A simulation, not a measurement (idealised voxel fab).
Documented hereafter: the process module known as voxel self aligned contacts.
Section shown: cut. Width: 265 nm. Cell size: 5 nm, square.
Just so we're on the same page, the cross-sections are grids of square cells, and they're listed out in bands top to bottom, each band one or more rows deep. Band entry format. Leading values: height of top, height of bottom, nm. Remainder: materials in left-to-right order, each with its width in nm. Special words: "throughout" on a single material, which then fills the band edge to edge; "empty", empty space. Below 0: as-received wafer, all one material; heights counted from there. Lowest band: no bottom, goes on down, written "0 nm and below". Top row gets the first number, bottom row gets the second, and each row in between changes by the same step: that is how a band width like "30 to 40" works. What does "changes: none" mean for a step? It means no cell of the cross-section changed in that step. Listed in "Enclosed cavities": every empty space of 8 or more cells without an open way to the top. Form: width x height at distance, the distance being from the left edge, all in nm. On a step's line, text after the settings is the simulator commenting on that step. A step's line can hold "overlay nm"; with a mask on that step, the setting says how far right of the planned place the mask lay, while a negative setting says it lay to the left.
LISTED BELOW ARE THE PROCESS STEPS AS PLANNED
1 RECEIVE,material Si
2 OXIDIZE,depth nm 5
3 DIRECTIONAL_DEP,material polySi,thk nm 20
4 DIRECTIONAL_DEP,material SiN,thk nm 20
5 MASKED_ETCH,tone cover,mask id GATE,width nm 35,pitch nm 60,etch materials SiN,depth nm 20,overlay nm 0
6 MASKED_ETCH,tone cover,mask id GATE,width nm 35,pitch nm 60,etch materials polySi,depth nm 20,overlay nm 0
7 CONFORMAL_DEP,material SiN,thk nm 5
8 DIRECTIONAL_ETCH,etch materials SiN,depth nm 5
9 FILL_DEP,material SiO2,thk nm 10
10 CMP,height nm 45
11 PATTERN,tone open,mask id CONTACT,material resist,width nm 45,thk nm 20,overlay nm 0
12 DIRECTIONAL_ETCH,etch materials SiO2,depth nm 50
13 STRIP,etch materials resist
14 CONFORMAL_DEP,material TiN,thk nm 5
15 FILL_DEP,material W,thk nm 10
16 CMP,height nm 45
17 CONFORMAL_DEP,material SiN,thk nm 5
CROSS-SECTIONAL VIEW OF THE WAFER IN ITS AS-RECEIVED CONDITION, CORRESPONDING TO THE STATE AFTER STEP 1
  0 nm and below: Si throughout
  Enclosed cavities: none
SAME STARTING WAFER, SAME PLAN AS ABOVE, ONE MISTAKE IN THE EXECUTION; THIS IS THE CROSS-SECTION AT THE END OF THE MODULE
  50 nm to 45 nm: SiN throughout
  45 nm to 40 nm: 110 of SiO2; 20 of TiN; 5 of W; 20 of TiN; 110 of SiO2
  40 nm to 20 nm: 80 of SiO2; 45 of SiN; 5 of TiN; 5 of W; 5 of TiN; 45 of SiN; 80 of SiO2
  20 nm to 15 nm: 125 of SiO2; 15 of TiN; 125 of SiO2
  15 nm to 0 nm: polySi throughout
  0 nm and below: Si throughout
  Enclosed cavities: none
Processing error: the run placed steps 2 and 3 each in the position the plan gave to the other
